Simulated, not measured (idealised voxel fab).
The following process module bears the name voxel self aligned contacts.
Section shown: cut. Width: 280 nm. Cell size: 5 nm, square.
Square cells in a grid make up a cross-section in this document, and the grid is given as bands, listed from the top down, each one or more rows of cells. Look at the band entry: it leads with the top's height and the bottom's height in nm. Then it lists the materials left to right, with a width in nm for each. The word "throughout" on a single material says that material fills the band edge to edge. The word "blank" is empty space. Ref level 0: as-received wafer is one material below here. Bottom band extends down with no lower bound ("0 -> down"). Top row gets the first number, bottom row gets the second, and each row in between changes by the same step: that is how a band width like "30..40" works. "identical to before" for a step: no cell of the cross-section changed in that step. Entry "Closed cavity list". Content: empty spaces with no open connection to the top, size 8 cells or greater. Each: width x height at distance. Distance: from left edge. Unit: nm. Step line, after settings: the simulator's comment on this step. "overlay nm" denotes, for a step that has a mask, the displacement of the mask to the right of its planned place, with negative values corresponding to the left.
-- This section lists the process steps that were planned
1 RECEIVE, material Si
2 OXIDIZE, depth nm 5
3 DIRECTIONAL_DEP, material polySi, thk nm 20
4 DIRECTIONAL_DEP, material SiN, thk nm 25
5 DIRECTIONAL_DEP, material aC, thk nm 10
6 PATTERN, tone cover, mask id GATE, material resist, width nm 30, pitch nm 75, thk nm 25, overlay nm 0
7 DIRECTIONAL_ETCH, etch materials aC, depth nm 10
8 STRIP, etch materials resist
9 DIRECTIONAL_ETCH, etch materials SiN, depth nm 25
10 DIRECTIONAL_ETCH, etch materials polySi, depth nm 20
11 STRIP, etch materials aC
12 CONFORMAL_DEP, material SiN, thk nm 10
13 DIRECTIONAL_ETCH, etch materials SiN, depth nm 10
14 FILL_DEP, material SiO2, thk nm 15
15 CMP, height nm 55
16 PATTERN, tone open, mask id CONTACT, material resist, width nm 55, thk nm 15, overlay nm 0
17 DIRECTIONAL_ETCH, etch materials SiO2, depth nm 60
18 STRIP, etch materials resist
19 CONFORMAL_DEP, material TiN, thk nm 5
20 FILL_DEP, material W, thk nm 10
21 CMP, height nm 55
22 CONFORMAL_DEP, material SiCN, thk nm 5
-- Incoming wafer in cross-section (state: after step 1)
0 -> down: Si throughout
Closed cavity list: none
-- End-of-module cross-section. Starting structure and process plan as above; one mistake made in running it
60 -> 55: SiCN throughout
55 -> 50: SiO2 (110) | TiN (5) | W (45) | TiN (5) | SiO2 (115)
50 -> 45: SiO2 (110) | TiN (55) | SiO2 (115)
45 -> 20: SiN (95) | SiO2 (10) | SiN (65) | SiO2 (10) | SiN (100)
20 -> 0: polySi (85) | SiN (10) | SiO2 (10) | SiN (10) | polySi (45) | SiN (10) | SiO2 (10) | SiN (10) | polySi (90)
0 -> -5: SiO2 throughout
-5 -> down: Si throughout
Closed cavity list: none
Run error: planned and actual differ for step 6; actual: PATTERN, tone open, mask id GATE, material resist, width nm 30, pitch nm 75, thk nm 25, overlay nm 0
